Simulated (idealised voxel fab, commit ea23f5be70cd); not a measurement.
The name of this process module is voxel tone inversion.
We display cut, a cross-section 260 nm in width whose square cells are each 5 nm.
Cross-section, as written here: a square-cell grid given band by band from the top down, where a band holds one or more rows of cells. In this notation a band is specified by the heights of its top and bottom, in that order and in nm, after which its materials appear from left to right, each paired with its width in nm. The word "everywhere" attached to a single material means that material fills the band from edge to edge; the word "empty" stands for empty space. Zero point of the height axis is 0; under it, received wafer = one material. Lowest band: continues down indefinitely, "top 0, no bottom". Width: "30..40" (first number = top row, second number = bottom row, same change from row to row of cells). "changes: none" for a step: no cell of the cross-section changed in that step. You'll see "Enclosed cavity list" listing empty spaces that have no way open to the top, as long as they're 8 cells or more; the notation is width x height at distance, where the distance is from the left edge, and all of it is in nm. Anything after a step's settings on that line? It's the simulator's own note about the step. When a step includes a mask, the "overlay nm" setting on its line states how far to the right of its planned place that mask lay, and negative values state how far to the left.
The steps planned for the process are as follows
1,RECEIVE, material Si
2,CONFORMAL_DEP, material SiN, thk nm 10
3,DIRECTIONAL_DEP, material aC, thk nm 25
4,PATTERN, tone cover, mask id POSTS, material resist, width nm 25, pitch nm 50, thk nm 30, overlay nm 0
5,DIRECTIONAL_ETCH, etch materials aC, depth nm 25
6,STRIP, etch materials resist
7,FILL_DEP, material SiO2, thk nm 5
8,CMP, height nm 35
9,STRIP, etch materials aC
The first of two wafers, run as planned
As received (post step 1): cross-section
    top 0, no bottom  Si everywhere
    Enclosed cavity list: none
Wafer xsec, post step 2
    top 10, bottom 0  SiN everywhere
    Anything lower than 0 is untouched.
Wafer xsec, post step 3
    top 35, bottom 10  aC everywhere
    Anything lower than 10 is untouched.
Wafer xsec, post step 4
    top 65, bottom 35  empty: 65 | resist: 25 | empty: 25 | resist: 25 | empty: 25 | resist: 25 | empty: 70
    Anything lower than 35 is untouched.
Wafer xsec, post step 5
    top 40, bottom 35  empty: 65 | resist: 25 | empty: 25 | resist: 25 | empty: 25 | resist: 25 | empty: 70
    top 35, bottom 10  empty: 65 | aC: 25 | empty: 25 | aC: 25 | empty: 25 | aC: 25 | empty: 70
    Anything lower than 10 is untouched.
Wafer xsec, post step 6
    top 35, bottom 10  empty: 65 | aC: 25 | empty: 25 | aC: 25 | empty: 25 | aC: 25 | empty: 70
    Anything lower than 10 is untouched.
Wafer xsec, post step 7
    top 40, bottom 35  SiO2 everywhere
    top 35, bottom 10  SiO2: 65 | aC: 25 | SiO2: 25 | aC: 25 | SiO2: 25 | aC: 25 | SiO2: 70
    Anything lower than 10 is untouched.
Wafer xsec, post step 8
    top 35, bottom 10  SiO2: 65 | aC: 25 | SiO2: 25 | aC: 25 | SiO2: 25 | aC: 25 | SiO2: 70
    Anything lower than 10 is untouched.
Wafer xsec, post step 9
    top 35, bottom 10  SiO2: 65 | empty: 25 | SiO2: 25 | empty: 25 | SiO2: 25 | empty: 25 | SiO2: 70
    Anything lower than 10 is untouched.
Second wafer, same starting state and plan as the first, one mistake in the run, identical through step 7
Cross-section of the second wafer corresponding to the planned conclusion of step 8
    top 30, bottom 10  SiO2: 65 | aC: 25 | SiO2: 25 | aC: 25 | SiO2: 25 | aC: 25 | SiO2: 70
    Anything lower than 10 is untouched.
Cross-section of the second wafer corresponding to the planned conclusion of step 9
    top 30, bottom 10  SiO2: 65 | empty: 25 | SiO2: 25 | empty: 25 | SiO2: 25 | empty: 25 | SiO2: 70
    Anything lower than 10 is untouched.
What was done differently from what was planned? step 8 off recipe, ran as CMP, height nm 30
The closing comparison, in cells, has the second wafer with more or fewer of some materials than the first: 37 fewer of SiO2
